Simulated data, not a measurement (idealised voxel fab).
Proc. module: voxel wiring stack
Square cells of 5 nm make up the cross-section cut, whose width is 240 nm.
Cross-section, as written here: a square-cell grid given band by band from the top down, where a band holds one or more rows of cells. A band entry consists of two parts. The first gives the height of the band's top and the height of its bottom, in nm. The rest lists the band's materials from left to right, each with its width in nm. A single material labelled with the word "everywhere" fills the band from edge to edge, and the word "air" marks empty space. Ref level 0: as-received wafer is one material below here. Bottom band extends down with no lower bound ("z 0 and below"). The notation "30..40" denotes a width that varies across the rows of cells in the band, beginning at the first number in the top row, finishing at the second number in the bottom row, and changing by an identical amount from each row to the next. The cross-section has no changed cell in any step marked "nothing altered". Listed in "Enclosed internal voids": every empty space of 8 or more cells without an open way to the top. Form: width x height at distance, the distance being from the left edge, all in nm. Past the settings on a step's line: simulator remark, on that step. The optional step-line setting "overlay nm" applies to steps with a mask and quantifies how far to the right of its planned location the mask lay, a negative value indicating leftward placement.

## Process steps foreseen in the plan
1 RECEIVE | material Si
2 CONFORMAL_DEP | material SiO2 | thk nm 10
3 DIRECTIONAL_DEP | material TiN | thk nm 5
4 DIRECTIONAL_DEP | material Ru | thk nm 15
5 PATTERN | tone cover | mask id METAL_1 | material resist | width nm 25 | pitch nm 40 | thk nm 15 | overlay nm 0
6 DIRECTIONAL_ETCH | etch materials Ru | depth nm 15
7 DIRECTIONAL_ETCH | etch materials TiN | depth nm 5
8 STRIP | etch materials resist
9 CONFORMAL_DEP | material SiN | thk nm 5
10 FILL_DEP | material SiO2 | thk nm 10
11 CMP | height nm 30
12 CONFORMAL_DEP | material SiCN | thk nm 5
13 DIRECTIONAL_DEP | material SiO2 | thk nm 25
14 MASKED_ETCH | tone open | mask id METAL_2 | width nm 25 | pitch nm 40 | etch materials SiO2 | depth nm 20 | overlay nm 0
15 DIRECTIONAL_DEP | material aC | thk nm 15
16 PATTERN | tone open | mask id METAL_2_HOLES | material resist | width nm 15 | pitch nm 40 | thk nm 30 | overlay nm 0
17 DIRECTIONAL_ETCH | etch materials aC | depth nm 15
18 STRIP | etch materials resist
19 DIRECTIONAL_ETCH | etch materials SiO2 | depth nm 15
20 DIRECTIONAL_ETCH | etch materials SiCN | depth nm 5
21 STRIP | etch materials aC
22 CONFORMAL_DEP | material TiN | thk nm 5
23 FILL_DEP | material Cu | thk nm 10
24 CMP | height nm 70
25 CONFORMAL_DEP | material SiCN | thk nm 5
26 DIRECTIONAL_DEP | material lowk | thk nm 20
27 PATTERN | tone open | mask id PLUG_2 | material resist | width nm 15 | pitch nm 80 | thk nm 20 | overlay nm 0
28 DIRECTIONAL_ETCH | etch materials lowk | depth nm 20
29 DIRECTIONAL_ETCH | etch materials SiCN | depth nm 5
30 STRIP | etch materials resist
31 EPI | material Ru | thk nm 10
32 EPI | material Ru | thk nm 10
33 EPI | material Ru | thk nm 5
34 DIRECTIONAL_DEP | material TiN | thk nm 5
35 DIRECTIONAL_DEP | material W | thk nm 15
36 PATTERN | tone cover | mask id METAL_3 | material resist | width nm 25 | pitch nm 40 | thk nm 20 | overlay nm 0
37 DIRECTIONAL_ETCH | etch materials W | depth nm 15
38 DIRECTIONAL_ETCH | etch materials TiN | depth nm 5
39 STRIP | etch materials resist
40 CONFORMAL_DEP | material SiCN | thk nm 5
41 FILL_DEP | material SiO2 | thk nm 10
42 CMP | height nm 115
43 CONFORMAL_DEP | material SiCN | thk nm 5
Don't read the plan's thk nm for step 13 as applying to every wafer: that's the first wafer's value, and the wafers differ in it, though they all start identical.

## The first of several wafers in cross-section, exactly as it reached us after step 1
  z 0 and below: Si everywhere
  Enclosed internal voids: none

## Every row in this table is a wafer at the end of the module, and it gives, for each of the materials, the cells that wafer has gained (+) or lost (-) since it was received, then its closed voids
thk nm 25; +104 Cu; +90 Ru; +178 SiCN; +52 SiN; +364 SiO2; +136 TiN; +60 W; +168 lowk; Enclosed internal voids: none
thk nm 30; +60 Cu; +90 Ru; +178 SiCN; +52 SiN; +400 SiO2; +144 TiN; +60 W; +168 lowk; Enclosed internal voids: none
thk nm 35; +52 Cu; +90 Ru; +178 SiCN; +52 SiN; +436 SiO2; +116 TiN; +60 W; +168 lowk; Enclosed internal voids: none
thk nm 40; +36 Cu; +90 Ru; +190 SiCN; +52 SiN; +456 SiO2; +100 TiN; +60 W; +168 lowk; Enclosed internal voids: none
thk nm 45; +24 Cu; +90 Ru; +190 SiCN; +52 SiN; +476 SiO2; +92 TiN; +60 W; +168 lowk; Enclosed internal voids: none
thk nm 50; +12 Cu; +90 Ru; +190 SiCN; +52 SiN; +496 SiO2; +84 TiN; +60 W; +168 lowk; Enclosed internal voids: none
